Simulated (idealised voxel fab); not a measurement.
process module | voxel released beams
cross-section cut | 200 nm wide | cells 5 nm
A cross-section is a grid of square cells, given in bands from the top down. A band is one or more rows of cells.
Each band's line starts with the height of the band's top and of its bottom, in nm. Then come its materials from left to right, each with its width in nm. One material with "throughout" fills the band from edge to edge. "air" is empty space.
Height 0 is the level under which the wafer as received is all one material. The lowest band goes on downwards, as in "0 down".
A width such as "30 to 40" changes by the same amount from each row of cells to the next, from the band's top row to its bottom row.
"no change" after a step means that no cell of the cross-section changed.
closed voids: empty space of 8 cells or more with no open way to the top, each as width x height at its distance from the left edge, in nm
after a step's settings: what the simulator itself notes on the step
overlay nm, on a step with a mask: how far to the right of its planned place the mask lay; to the left if negative
plan
1 op RECEIVE | material Si
2 op CONFORMAL_DEP | material SiN | thk nm 5
3 op DIRECTIONAL_DEP | material SiO2 | thk nm 20
4 op DIRECTIONAL_DEP | material aC | thk nm 15
5 op PATTERN | tone open | mask id ANCHOR | material resist | width nm 35 | thk nm 30 | overlay nm 0
6 op DIRECTIONAL_ETCH | etch materials aC | depth nm 15
7 op STRIP | etch materials resist
8 op DIRECTIONAL_ETCH | etch materials SiO2 | depth nm 20
9 op STRIP | etch materials aC
10 op CONFORMAL_DEP | material TiN | thk nm 15
11 op PATTERN | tone cover | mask id BEAM | material resist | width nm 70 | thk nm 20 | overlay nm 0
12 op DIRECTIONAL_ETCH | etch materials TiN | depth nm 15
13 op STRIP | etch materials resist
14 op STRIP | etch materials SiO2
varied across the wafers: width nm of step 11. The plan shows the first wafer's value. All wafers start alike
first wafer as received, after step 1
  0 down: Si throughout
  closed voids: none
first wafer at the end, after step 14
  40 to 25: air 60 | TiN 15 | air 5 | TiN 50 | air 70
  25 to 20: air 60 | TiN 15 | air 5 | TiN 15 | air 105
  20 to 5: air 60 | TiN 35 | air 105
  5 to 0: SiN throughout
  0 down: Si throughout
  closed voids: none
last wafer at the end
  40 to 25: air 50 | TiN 25 | air 5 | TiN 65 | air 55
  25 to 20: air 60 | TiN 15 | air 5 | TiN 15 | air 105
  20 to 5: air 60 | TiN 35 | air 105
  5 to 0: SiN throughout
  0 down: Si throughout
  closed voids: none
each wafer at the end: cells of each material gained (+) or lost (-) since it was received, then its closed voids
width nm 70 | +40 SiN | +66 TiN | closed voids: none
width nm 75 | +40 SiN | +69 TiN | closed voids: none
width nm 80 | +40 SiN | +72 TiN | closed voids: none
width nm 85 | +40 SiN | +75 TiN | closed voids: none
width nm 90 | +40 SiN | +78 TiN | closed voids: none
width nm 95 | +40 SiN | +81 TiN | closed voids: none
